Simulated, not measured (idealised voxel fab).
process module | voxel transistor to metal
Cross-section cut spans 160 nm and uses square cells 5 nm in size.
Cross-section layout: square cells on a grid; listed as bands, top to bottom; a band spans one or more cell rows.
Read a band's entry like this: the first values are the height of its top and the height of its bottom in nm, and what follows is the sequence of materials from left to right, each with its width in nm. Note that "blank" is empty space, and that a single material marked "throughout" reaches across the band from edge to edge.
Heights are measured from 0, the level below which the as-received wafer is all one material; the lowest band has no bottom and continues downward, written as in "0..down".
Think of "30->40" as a width that walks from the first number to the second as you go down the band, top row to bottom row, taking equal-sized steps from row to row.
Step note "same as before" = no cross-section cell changed.
Voids not open to the top, 8 cells minimum: see "Sealed cavities". Written width x height at distance; distance is from the left edge; nm.
The remark found on a step's line after its settings is issued by the simulator itself and pertains to that step.
overlay nm: mask right of planned place by this much (step with mask). Neg. = left.

[Intended process steps]
1) RECEIVE, material Si
2) CONFORMAL_DEP, material SiO2, thk nm 5
3) CONFORMAL_DEP, material SiN, thk nm 10
4) MASKED_ETCH, tone cover, mask id ACTIVE, width nm 100, etch materials SiN, depth nm 10, overlay nm 0
5) MASKED_ETCH, tone cover, mask id ACTIVE, width nm 100, etch materials SiO2, depth nm 5, overlay nm 0
6) MASKED_ETCH, tone cover, mask id ACTIVE, width nm 100, etch materials Si, depth nm 20, overlay nm 0
7) OXIDIZE, depth nm 5
8) FILL_DEP, material SiO2, thk nm 5
9) CMP, height nm 15
10) SELECTIVE_ETCH, etch materials SiO2, depth nm 10
11) STRIP, etch materials SiN
12) SELECTIVE_ETCH, etch materials SiO2, depth nm 5
13) OXIDIZE, depth nm 5
14) DIRECTIONAL_DEP, material polySi, thk nm 20
15) DIRECTIONAL_DEP, material SiCN, thk nm 10
16) DIRECTIONAL_DEP, material aC, thk nm 15
17) PATTERN, tone cover, mask id GATE, material resist, width nm 30, thk nm 30, overlay nm 0
18) DIRECTIONAL_ETCH, etch materials aC, depth nm 15
19) STRIP, etch materials resist
20) DIRECTIONAL_ETCH, etch materials SiCN, depth nm 20
21) DIRECTIONAL_ETCH, etch materials polySi, depth nm 30
22) STRIP, etch materials aC
23) CONFORMAL_DEP, material SiO2, thk nm 5
24) DIRECTIONAL_ETCH, etch materials SiO2, depth nm 5
25) CONFORMAL_DEP, material SiN, thk nm 10
26) DIRECTIONAL_ETCH, etch materials SiN, depth nm 10
27) DIRECTIONAL_ETCH, etch materials SiO2, depth nm 5
28) DIRECTIONAL_ETCH, etch materials Si, depth nm 15
29) EPI, material SiGe, thk nm 20
30) FILL_DEP, material SiO2, thk nm 5
31) CMP, height nm 20
32) STRIP, etch materials polySi
33) SELECTIVE_ETCH, etch materials SiO2, depth nm 5
34) CONFORMAL_DEP, material HfO2, thk nm 5
35) CONFORMAL_DEP, material TiN, thk nm 5
36) FILL_DEP, material W, thk nm 5
37) CMP, height nm 15
38) DIRECTIONAL_DEP, material SiO2, thk nm 15
39) MASKED_ETCH, tone open, mask id CONTACT, width nm 15, pitch nm 75, etch materials SiO2, depth nm 15, overlay nm 0
40) CONFORMAL_DEP, material TiN, thk nm 5
41) FILL_DEP, material Ru, thk nm 10
42) CMP, height nm 30
43) DIRECTIONAL_DEP, material TiN, thk nm 5
44) DIRECTIONAL_DEP, material W, thk nm 15
45) DIRECTIONAL_DEP, material aC, thk nm 15
46) PATTERN, tone cover, mask id METAL_1, material resist, width nm 15, pitch nm 75, thk nm 30, overlay nm 0
47) DIRECTIONAL_ETCH, etch materials aC, depth nm 15
48) STRIP, etch materials resist
49) DIRECTIONAL_ETCH, etch materials W, depth nm 15
50) DIRECTIONAL_ETCH, etch materials TiN, depth nm 5
51) STRIP, etch materials aC
52) FILL_DEP, material lowk, thk nm 10
53) CMP, height nm 50
54) CONFORMAL_DEP, material SiN, thk nm 5

[The first of two wafers, run as planned]

[Delivered wafer in cross-section: state after step 1]
	0..down | Si throughout
	Sealed cavities: none

[Wafer after step 2 (cross-section)]
	5..0 | SiO2 throughout
	Note: structure below 0 unchanged.

[Wafer after step 3 (cross-section)]
	15..5 | SiN throughout
	Note: structure below 5 unchanged.

[Wafer after step 4 (cross-section)]
	15..5 | blank (30)  SiN (100)  blank (30)
	Note: structure below 5 unchanged.

[Wafer after step 5 (cross-section)]
	15..5 | blank (30)  SiN (100)  blank (30)
	5..0 | blank (30)  SiO2 (100)  blank (30)
	Note: structure below 0 unchanged.

[Wafer after step 6 (cross-section)]
	15..5 | blank (30)  SiN (100)  blank (30)
	5..0 | blank (30)  SiO2 (100)  blank (30)
	0..-20 | blank (30)  Si (100)  blank (30)
	Note: structure below -20 unchanged.

[Wafer after step 7 (cross-section)]
	15..5 | blank (30)  SiN (100)  blank (30)
	5..0 | blank (30)  SiO2 (100)  blank (30)
	0..-20 | blank (30)  SiO2 (5)  Si (90)  SiO2 (5)  blank (30)
	-20..-25 | SiO2 (35)  Si (90)  SiO2 (35)
	Note: structure below -25 unchanged.

[Wafer after step 8 (cross-section)]
	20..15 | SiO2 throughout
	15..5 | SiO2 (30)  SiN (100)  SiO2 (30)
	5..0 | SiO2 throughout
	0..-25 | SiO2 (35)  Si (90)  SiO2 (35)
	Note: structure below -25 unchanged.

[Wafer after step 9 (cross-section)]
	15..5 | SiO2 (30)  SiN (100)  SiO2 (30)
	Note: structure below 5 unchanged.

[Wafer after step 10 (cross-section)]
	15..5 | blank (30)  SiN (100)  blank (30)
	Note: structure below 5 unchanged.

[Wafer after step 11 (cross-section)]
	5..0 | SiO2 throughout
	Note: structure below 0 unchanged.

[Wafer after step 12 (cross-section)]
	0..-25 | SiO2 (35)  Si (90)  SiO2 (35)
	Note: structure below -25 unchanged.

[Wafer after step 13 (cross-section)]
	0..-5 | SiO2 throughout
	Note: structure below -5 unchanged.

[Wafer after step 14 (cross-section)]
	20..0 | polySi throughout
	Note: structure below 0 unchanged.

[Wafer after step 15 (cross-section)]
	30..20 | SiCN throughout
	Note: structure below 20 unchanged.

[Wafer after step 16 (cross-section)]
	45..30 | aC throughout
	Note: structure below 30 unchanged.

[Wafer after step 17 (cross-section)]
	75..45 | blank (65)  resist (30)  blank (65)
	Note: structure below 45 unchanged.

[Wafer after step 18 (cross-section)]
	60..45 | blank (65)  resist (30)  blank (65)
	45..30 | blank (65)  aC (30)  blank (65)
	Note: structure below 30 unchanged.

[Wafer after step 19 (cross-section)]
	45..30 | blank (65)  aC (30)  blank (65)
	Note: structure below 30 unchanged.

[Wafer after step 20 (cross-section)]
	45..30 | blank (65)  aC (30)  blank (65)
	30..20 | blank (65)  SiCN (30)  blank (65)
	Note: structure below 20 unchanged.

[Wafer after step 21 (cross-section)]
	45..30 | blank (65)  aC (30)  blank (65)
	30..20 | blank (65)  SiCN (30)  blank (65)
	20..0 | blank (65)  polySi (30)  blank (65)
	Note: structure below 0 unchanged.

[Wafer after step 22 (cross-section)]
	30..20 | blank (65)  SiCN (30)  blank (65)
	Note: structure below 20 unchanged.

[Wafer after step 23 (cross-section)]
	35..30 | blank (60)  SiO2 (40)  blank (60)
	30..20 | blank (60)  SiO2 (5)  SiCN (30)  SiO2 (5)  blank (60)
	20..5 | blank (60)  SiO2 (5)  polySi (30)  SiO2 (5)  blank (60)
	5..0 | SiO2 (65)  polySi (30)  SiO2 (65)
	Note: structure below 0 unchanged.

[Wafer after step 24 (cross-section)]
	30..20 | blank (60)  SiO2 (5)  SiCN (30)  SiO2 (5)  blank (60)
	20..0 | blank (60)  SiO2 (5)  polySi (30)  SiO2 (5)  blank (60)
	Note: structure below 0 unchanged.

[Wafer after step 25 (cross-section)]
	40..30 | blank (50)  SiN (60)  blank (50)
	30..20 | blank (50)  SiN (10)  SiO2 (5)  SiCN (30)  SiO2 (5)  SiN (10)  blank (50)
	20..10 | blank (50)  SiN (10)  SiO2 (5)  polySi (30)  SiO2 (5)  SiN (10)  blank (50)
	10..0 | SiN (60)  SiO2 (5)  polySi (30)  SiO2 (5)  SiN (60)
	Note: structure below 0 unchanged.

[Wafer after step 26 (cross-section)]
	30..20 | blank (50)  SiN (10)  SiO2 (5)  SiCN (30)  SiO2 (5)  SiN (10)  blank (50)
	20..0 | blank (50)  SiN (10)  SiO2 (5)  polySi (30)  SiO2 (5)  SiN (10)  blank (50)
	Note: structure below 0 unchanged.

[Wafer after step 27 (cross-section)]
	30..25 | blank (50)  SiN (10)  blank (5)  SiCN (30)  blank (5)  SiN (10)  blank (50)
	25..20 | blank (50)  SiN (10)  SiO2 (5)  SiCN (30)  SiO2 (5)  SiN (10)  blank (50)
	20..0 | blank (50)  SiN (10)  SiO2 (5)  polySi (30)  SiO2 (5)  SiN (10)  blank (50)
	0..-5 | blank (50)  SiO2 (60)  blank (50)
	Note: structure below -5 unchanged.

[Wafer after step 28 (cross-section)]
	30..25 | blank (50)  SiN (10)  blank (5)  SiCN (30)  blank (5)  SiN (10)  blank (50)
	25..20 | blank (50)  SiN (10)  SiO2 (5)  SiCN (30)  SiO2 (5)  SiN (10)  blank (50)
	20..0 | blank (50)  SiN (10)  SiO2 (5)  polySi (30)  SiO2 (5)  SiN (10)  blank (50)
	0..-5 | blank (50)  SiO2 (60)  blank (50)
	-5..-20 | SiO2 (35)  blank (15)  Si (60)  blank (15)  SiO2 (35)
	Note: structure below -20 unchanged.

[Wafer after step 29 (cross-section)]
	30..25 | blank (50)  SiN (10)  blank (5)  SiCN (30)  blank (5)  SiN (10)  blank (50)
	25..20 | blank (50)  SiN (10)  SiO2 (5)  SiCN (30)  SiO2 (5)  SiN (10)  blank (50)
	20..15 | blank (50)  SiN (10)  SiO2 (5)  polySi (30)  SiO2 (5)  SiN (10)  blank (50)
	15..0 | blank (30)  SiGe (20)  SiN (10)  SiO2 (5)  polySi (30)  SiO2 (5)  SiN (10)  SiGe (20)  blank (30)
	0..-5 | blank (30)  SiGe (20)  SiO2 (60)  SiGe (20)  blank (30)
	-5..-20 | SiO2 (35)  SiGe (15)  Si (60)  SiGe (15)  SiO2 (35)
	Note: structure below -20 unchanged.

[Wafer after step 30 (cross-section)]
	35..30 | SiO2 throughout
	30..20 | SiO2 (50)  SiN (10)  SiO2 (5)  SiCN (30)  SiO2 (5)  SiN (10)  SiO2 (50)
	20..15 | SiO2 (50)  SiN (10)  SiO2 (5)  polySi (30)  SiO2 (5)  SiN (10)  SiO2 (50)
	15..0 | SiO2 (30)  SiGe (20)  SiN (10)  SiO2 (5)  polySi (30)  SiO2 (5)  SiN (10)  SiGe (20)  SiO2 (30)
	0..-5 | SiO2 (30)  SiGe (20)  SiO2 (60)  SiGe (20)  SiO2 (30)
	Note: structure below -5 unchanged.

[Wafer after step 31 (cross-section)]
	20..15 | SiO2 (50)  SiN (10)  SiO2 (5)  polySi (30)  SiO2 (5)  SiN (10)  SiO2 (50)
	Note: structure below 15 unchanged.

[Wafer after step 32 (cross-section)]
	20..15 | SiO2 (50)  SiN (10)  SiO2 (5)  blank (30)  SiO2 (5)  SiN (10)  SiO2 (50)
	15..0 | SiO2 (30)  SiGe (20)  SiN (10)  SiO2 (5)  blank (30)  SiO2 (5)  SiN (10)  SiGe (20)  SiO2 (30)
	Note: structure below 0 unchanged.

[Wafer after step 33 (cross-section)]
	20..15 | blank (50)  SiN (10)  blank (40)  SiN (10)  blank (50)
	15..0 | SiO2 (30)  SiGe (20)  SiN (10)  blank (40)  SiN (10)  SiGe (20)  SiO2 (30)
	0..-5 | SiO2 (30)  SiGe (20)  SiO2 (10)  blank (40)  SiO2 (10)  SiGe (20)  SiO2 (30)
	Note: structure below -5 unchanged.

[Wafer after step 34 (cross-section)]
	25..20 | blank (45)  HfO2 (20)  blank (30)  HfO2 (20)  blank (45)
	20..15 | HfO2 (50)  SiN (10)  HfO2 (5)  blank (30)  HfO2 (5)  SiN (10)  HfO2 (50)
	15..0 | SiO2 (30)  SiGe (20)  SiN (10)  HfO2 (5)  blank (30)  HfO2 (5)  SiN (10)  SiGe (20)  SiO2 (30)
	0..-5 | SiO2 (30)  SiGe (20)  SiO2 (10)  HfO2 (40)  SiO2 (10)  SiGe (20)  SiO2 (30)
	Note: structure below -5 unchanged.

[Wafer after step 35 (cross-section)]
	30..25 | blank (40)  TiN (30)  blank (20)  TiN (30)  blank (40)
	25..20 | TiN (45)  HfO2 (20)  TiN (5)  blank (20)  TiN (5)  HfO2 (20)  TiN (45)
	20..15 | HfO2 (50)  SiN (10)  HfO2 (5)  TiN (5)  blank (20)  TiN (5)  HfO2 (5)  SiN (10)  HfO2 (50)
	15..5 | SiO2 (30)  SiGe (20)  SiN (10)  HfO2 (5)  TiN (5)  blank (20)  TiN (5)  HfO2 (5)  SiN (10)  SiGe (20)  SiO2 (30)
	5..0 | SiO2 (30)  SiGe (20)  SiN (10)  HfO2 (5)  TiN (30)  HfO2 (5)  SiN (10)  SiGe (20)  SiO2 (30)
	Note: structure below 0 unchanged.

[Wafer after step 36 (cross-section)]
	35..30 | W throughout
	30..25 | W (40)  TiN (30)  W (20)  TiN (30)  W (40)
	25..20 | TiN (45)  HfO2 (20)  TiN (5)  W (20)  TiN (5)  HfO2 (20)  TiN (45)
	20..15 | HfO2 (50)  SiN (10)  HfO2 (5)  TiN (5)  W (20)  TiN (5)  HfO2 (5)  SiN (10)  HfO2 (50)
	15..5 | SiO2 (30)  SiGe (20)  SiN (10)  HfO2 (5)  TiN (5)  W (20)  TiN (5)  HfO2 (5)  SiN (10)  SiGe (20)  SiO2 (30)
	Note: structure below 5 unchanged.

[Wafer after step 37 (cross-section)]
	15..5 | SiO2 (30)  SiGe (20)  SiN (10)  HfO2 (5)  TiN (5)  W (20)  TiN (5)  HfO2 (5)  SiN (10)  SiGe (20)  SiO2 (30)
	Note: structure below 5 unchanged.

[Wafer after step 38 (cross-section)]
	30..15 | SiO2 throughout
	Note: structure below 15 unchanged.

[Wafer after step 39 (cross-section)]
	30..15 | SiO2 (35)  blank (15)  SiO2 (60)  blank (15)  SiO2 (35)
	Note: structure below 15 unchanged.

[Wafer after step 40 (cross-section)]
	35..30 | TiN (40)  blank (5)  TiN (70)  blank (5)  TiN (40)
	30..20 | SiO2 (35)  TiN (5)  blank (5)  TiN (5)  SiO2 (60)  TiN (5)  blank (5)  TiN (5)  SiO2 (35)
	20..15 | SiO2 (35)  TiN (15)  SiO2 (60)  TiN (15)  SiO2 (35)
	Note: structure below 15 unchanged.

[Wafer after step 41 (cross-section)]
	45..35 | Ru throughout
	35..30 | TiN (40)  Ru (5)  TiN (70)  Ru (5)  TiN (40)
	30..20 | SiO2 (35)  TiN (5)  Ru (5)  TiN (5)  SiO2 (60)  TiN (5)  Ru (5)  TiN (5)  SiO2 (35)
	Note: structure below 20 unchanged.

[Wafer after step 42 (cross-section)]
	30..20 | SiO2 (35)  TiN (5)  Ru (5)  TiN (5)  SiO2 (60)  TiN (5)  Ru (5)  TiN (5)  SiO2 (35)
	Note: structure below 20 unchanged.

[Wafer after step 43 (cross-section)]
	35..30 | TiN throughout
	Note: structure below 30 unchanged.

[Wafer after step 44 (cross-section)]
	50..35 | W throughout
	Note: structure below 35 unchanged.

[Wafer after step 45 (cross-section)]
	65..50 | aC throughout
	Note: structure below 50 unchanged.

[Wafer after step 46 (cross-section)]
	95..65 | blank (35)  resist (15)  blank (60)  resist (15)  blank (35)
	Note: structure below 65 unchanged.

[Wafer after step 47 (cross-section)]
	80..65 | blank (35)  resist (15)  blank (60)  resist (15)  blank (35)
	65..50 | blank (35)  aC (15)  blank (60)  aC (15)  blank (35)
	Note: structure below 50 unchanged.

[Wafer after step 48 (cross-section)]
	65..50 | blank (35)  aC (15)  blank (60)  aC (15)  blank (35)
	Note: structure below 50 unchanged.

[Wafer after step 49 (cross-section)]
	65..50 | blank (35)  aC (15)  blank (60)  aC (15)  blank (35)
	50..35 | blank (35)  W (15)  blank (60)  W (15)  blank (35)
	Note: structure below 35 unchanged.

[Wafer after step 50 (cross-section)]
	65..50 | blank (35)  aC (15)  blank (60)  aC (15)  blank (35)
	50..35 | blank (35)  W (15)  blank (60)  W (15)  blank (35)
	35..30 | blank (35)  TiN (15)  blank (60)  TiN (15)  blank (35)
	Note: structure below 30 unchanged.

[Wafer after step 51 (cross-section)]
	50..35 | blank (35)  W (15)  blank (60)  W (15)  blank (35)
	Note: structure below 35 unchanged.

[Wafer after step 52 (cross-section)]
	60..50 | lowk throughout
	50..35 | lowk (35)  W (15)  lowk (60)  W (15)  lowk (35)
	35..30 | lowk (35)  TiN (15)  lowk (60)  TiN (15)  lowk (35)
	Note: structure below 30 unchanged.

[Wafer after step 53 (cross-section)]
	50..35 | lowk (35)  W (15)  lowk (60)  W (15)  lowk (35)
	Note: structure below 35 unchanged.

[Wafer after step 54 (cross-section)]
	55..50 | SiN throughout
	Note: structure below 50 unchanged.

[Second wafer, same starting conditions and recipe as the first, one mistake in executing it, nothing differs from the first up to and including step 22]

Cross-section, second wafer, at the end time the plan gives for step 23: same as before

[Cross-section, second wafer, at the end time the plan gives for step 24]
	30..20 | blank (65)  SiCN (30)  blank (65)
	20..0 | blank (65)  polySi (30)  blank (65)
	0..-5 | blank (65)  SiO2 (30)  blank (65)
	Note: structure below -5 unchanged.

[Cross-section, second wafer, at the end time the plan gives for step 25]
	40..30 | blank (55)  SiN (50)  blank (55)
	30..20 | blank (55)  SiN (10)  SiCN (30)  SiN (10)  blank (55)
	20..5 | blank (55)  SiN (10)  polySi (30)  SiN (10)  blank (55)
	5..0 | SiN (65)  polySi (30)  SiN (65)
	0..-5 | SiN (65)  SiO2 (30)  SiN (65)
	Note: structure below -5 unchanged.

[Cross-section, second wafer, at the end time the plan gives for step 26]
	30..20 | blank (55)  SiN (10)  SiCN (30)  SiN (10)  blank (55)
	20..0 | blank (55)  SiN (10)  polySi (30)  SiN (10)  blank (55)
	0..-5 | blank (55)  SiN (10)  SiO2 (30)  SiN (10)  blank (55)
	Note: structure below -5 unchanged.

[Cross-section, second wafer, at the end time the plan gives for step 27]
	30..20 | blank (55)  SiN (10)  SiCN (30)  SiN (10)  blank (55)
	20..0 | blank (55)  SiN (10)  polySi (30)  SiN (10)  blank (55)
	0..-5 | blank (55)  SiN (10)  SiO2 (30)  SiN (10)  blank (55)
	-5..-10 | blank (35)  Si (90)  blank (35)
	Note: structure below -10 unchanged.

[Cross-section, second wafer, at the end time the plan gives for step 28]
	30..20 | blank (55)  SiN (10)  SiCN (30)  SiN (10)  blank (55)
	20..0 | blank (55)  SiN (10)  polySi (30)  SiN (10)  blank (55)
	0..-5 | blank (55)  SiN (10)  SiO2 (30)  SiN (10)  blank (55)
	-5..-10 | blank (55)  Si (50)  blank (55)
	-10..-20 | SiO2 (35)  blank (20)  Si (50)  blank (20)  SiO2 (35)
	Note: structure below -20 unchanged.

[Cross-section, second wafer, at the end time the plan gives for step 29]
	30..20 | blank (55)  SiN (10)  SiCN (30)  SiN (10)  blank (55)
	20..15 | blank (55)  SiN (10)  polySi (30)  SiN (10)  blank (55)
	15..0 | blank (35)  SiGe (20)  SiN (10)  polySi (30)  SiN (10)  SiGe (20)  blank (35)
	0..-5 | blank (25)  SiGe (30)  SiN (10)  SiO2 (30)  SiN (10)  SiGe (30)  blank (25)
	-5..-10 | blank (25)  SiGe (30)  Si (50)  SiGe (30)  blank (25)
	-10..-20 | SiO2 (35)  SiGe (20)  Si (50)  SiGe (20)  SiO2 (35)
	Note: structure below -20 unchanged.

[Cross-section, second wafer, at the end time the plan gives for step 30]
	35..30 | SiO2 throughout
	30..20 | SiO2 (55)  SiN (10)  SiCN (30)  SiN (10)  SiO2 (55)
	20..15 | SiO2 (55)  SiN (10)  polySi (30)  SiN (10)  SiO2 (55)
	15..0 | SiO2 (35)  SiGe (20)  SiN (10)  polySi (30)  SiN (10)  SiGe (20)  SiO2 (35)
	0..-5 | SiO2 (25)  SiGe (30)  SiN (10)  SiO2 (30)  SiN (10)  SiGe (30)  SiO2 (25)
	-5..-10 | SiO2 (25)  SiGe (30)  Si (50)  SiGe (30)  SiO2 (25)
	Note: structure below -10 unchanged.

[Cross-section, second wafer, at the end time the plan gives for step 31]
	20..15 | SiO2 (55)  SiN (10)  polySi (30)  SiN (10)  SiO2 (55)
	Note: structure below 15 unchanged.

[Cross-section, second wafer, at the end time the plan gives for step 32]
	20..15 | SiO2 (55)  SiN (10)  blank (30)  SiN (10)  SiO2 (55)
	15..0 | SiO2 (35)  SiGe (20)  SiN (10)  blank (30)  SiN (10)  SiGe (20)  SiO2 (35)
	Note: structure below 0 unchanged.

[Cross-section, second wafer, at the end time the plan gives for step 33]
	20..15 | blank (55)  SiN (10)  blank (30)  SiN (10)  blank (55)
	15..0 | SiO2 (35)  SiGe (20)  SiN (10)  blank (30)  SiN (10)  SiGe (20)  SiO2 (35)
	0..-5 | SiO2 (25)  SiGe (30)  SiN (10)  blank (30)  SiN (10)  SiGe (30)  SiO2 (25)
	Note: structure below -5 unchanged.

[Cross-section, second wafer, at the end time the plan gives for step 34]
	25..20 | blank (50)  HfO2 (20)  blank (20)  HfO2 (20)  blank (50)
	20..15 | HfO2 (55)  SiN (10)  HfO2 (5)  blank (20)  HfO2 (5)  SiN (10)  HfO2 (55)
	15..0 | SiO2 (35)  SiGe (20)  SiN (10)  HfO2 (5)  blank (20)  HfO2 (5)  SiN (10)  SiGe (20)  SiO2 (35)
	0..-5 | SiO2 (25)  SiGe (30)  SiN (10)  HfO2 (30)  SiN (10)  SiGe (30)  SiO2 (25)
	Note: structure below -5 unchanged.

[Cross-section, second wafer, at the end time the plan gives for step 35]
	30..25 | blank (45)  TiN (30)  blank (10)  TiN (30)  blank (45)
	25..20 | TiN (50)  HfO2 (20)  TiN (5)  blank (10)  TiN (5)  HfO2 (20)  TiN (50)
	20..15 | HfO2 (55)  SiN (10)  HfO2 (5)  TiN (5)  blank (10)  TiN (5)  HfO2 (5)  SiN (10)  HfO2 (55)
	15..5 | SiO2 (35)  SiGe (20)  SiN (10)  HfO2 (5)  TiN (5)  blank (10)  TiN (5)  HfO2 (5)  SiN (10)  SiGe (20)  SiO2 (35)
	5..0 | SiO2 (35)  SiGe (20)  SiN (10)  HfO2 (5)  TiN (20)  HfO2 (5)  SiN (10)  SiGe (20)  SiO2 (35)
	Note: structure below 0 unchanged.

[Cross-section, second wafer, at the end time the plan gives for step 36]
	35..30 | W throughout
	30..25 | W (45)  TiN (30)  W (10)  TiN (30)  W (45)
	25..20 | TiN (50)  HfO2 (20)  TiN (5)  W (10)  TiN (5)  HfO2 (20)  TiN (50)
	20..15 | HfO2 (55)  SiN (10)  HfO2 (5)  TiN (5)  W (10)  TiN (5)  HfO2 (5)  SiN (10)  HfO2 (55)
	15..5 | SiO2 (35)  SiGe (20)  SiN (10)  HfO2 (5)  TiN (5)  W (10)  TiN (5)  HfO2 (5)  SiN (10)  SiGe (20)  SiO2 (35)
	Note: structure below 5 unchanged.

[Cross-section, second wafer, at the end time the plan gives for step 37]
	15..5 | SiO2 (35)  SiGe (20)  SiN (10)  HfO2 (5)  TiN (5)  W (10)  TiN (5)  HfO2 (5)  SiN (10)  SiGe (20)  SiO2 (35)
	Note: structure below 5 unchanged.

[Cross-section, second wafer, at the end time the plan gives for step 38]
	30..15 | SiO2 throughout
	Note: structure below 15 unchanged.

[Cross-section, second wafer, at the end time the plan gives for step 39]
	30..15 | SiO2 (35)  blank (15)  SiO2 (60)  blank (15)  SiO2 (35)
	Note: structure below 15 unchanged.

[Cross-section, second wafer, at the end time the plan gives for step 40]
	35..30 | TiN (40)  blank (5)  TiN (70)  blank (5)  TiN (40)
	30..20 | SiO2 (35)  TiN (5)  blank (5)  TiN (5)  SiO2 (60)  TiN (5)  blank (5)  TiN (5)  SiO2 (35)
	20..15 | SiO2 (35)  TiN (15)  SiO2 (60)  TiN (15)  SiO2 (35)
	Note: structure below 15 unchanged.

[Cross-section, second wafer, at the end time the plan gives for step 41]
	45..35 | Ru throughout
	35..30 | TiN (40)  Ru (5)  TiN (70)  Ru (5)  TiN (40)
	30..20 | SiO2 (35)  TiN (5)  Ru (5)  TiN (5)  SiO2 (60)  TiN (5)  Ru (5)  TiN (5)  SiO2 (35)
	Note: structure below 20 unchanged.

[Cross-section, second wafer, at the end time the plan gives for step 42]
	30..20 | SiO2 (35)  TiN (5)  Ru (5)  TiN (5)  SiO2 (60)  TiN (5)  Ru (5)  TiN (5)  SiO2 (35)
	Note: structure below 20 unchanged.

[Cross-section, second wafer, at the end time the plan gives for step 43]
	35..30 | TiN throughout
	Note: structure below 30 unchanged.

[Cross-section, second wafer, at the end time the plan gives for step 44]
	50..35 | W throughout
	Note: structure below 35 unchanged.

[Cross-section, second wafer, at the end time the plan gives for step 45]
	65..50 | aC throughout
	Note: structure below 50 unchanged.

[Cross-section, second wafer, at the end time the plan gives for step 46]
	95..65 | blank (35)  resist (15)  blank (60)  resist (15)  blank (35)
	Note: structure below 65 unchanged.

[Cross-section, second wafer, at the end time the plan gives for step 47]
	80..65 | blank (35)  resist (15)  blank (60)  resist (15)  blank (35)
	65..50 | blank (35)  aC (15)  blank (60)  aC (15)  blank (35)
	Note: structure below 50 unchanged.

[Cross-section, second wafer, at the end time the plan gives for step 48]
	65..50 | blank (35)  aC (15)  blank (60)  aC (15)  blank (35)
	Note: structure below 50 unchanged.

[Cross-section, second wafer, at the end time the plan gives for step 49]
	65..50 | blank (35)  aC (15)  blank (60)  aC (15)  blank (35)
	50..35 | blank (35)  W (15)  blank (60)  W (15)  blank (35)
	Note: structure below 35 unchanged.

[Cross-section, second wafer, at the end time the plan gives for step 50]
	65..50 | blank (35)  aC (15)  blank (60)  aC (15)  blank (35)
	50..35 | blank (35)  W (15)  blank (60)  W (15)  blank (35)
	35..30 | blank (35)  TiN (15)  blank (60)  TiN (15)  blank (35)
	Note: structure below 30 unchanged.

[Cross-section, second wafer, at the end time the plan gives for step 51]
	50..35 | blank (35)  W (15)  blank (60)  W (15)  blank (35)
	Note: structure below 35 unchanged.

[Cross-section, second wafer, at the end time the plan gives for step 52]
	60..50 | lowk throughout
	50..35 | lowk (35)  W (15)  lowk (60)  W (15)  lowk (35)
	35..30 | lowk (35)  TiN (15)  lowk (60)  TiN (15)  lowk (35)
	Note: structure below 30 unchanged.

[Cross-section, second wafer, at the end time the plan gives for step 53]
	50..35 | lowk (35)  W (15)  lowk (60)  W (15)  lowk (35)
	Note: structure below 35 unchanged.

[Cross-section, second wafer, at the end time the plan gives for step 54]
	55..50 | SiN throughout
	Note: structure below 50 unchanged.
What broke from the plan during processing? step 23 of the plan: omitted, not performed
Wafer comparison, final, in cells, second relative to first, materials more or fewer: -2 HfO2 | -6 Si | +14 SiGe | +4 SiN | -4 SiO2 | -2 TiN | -4 W
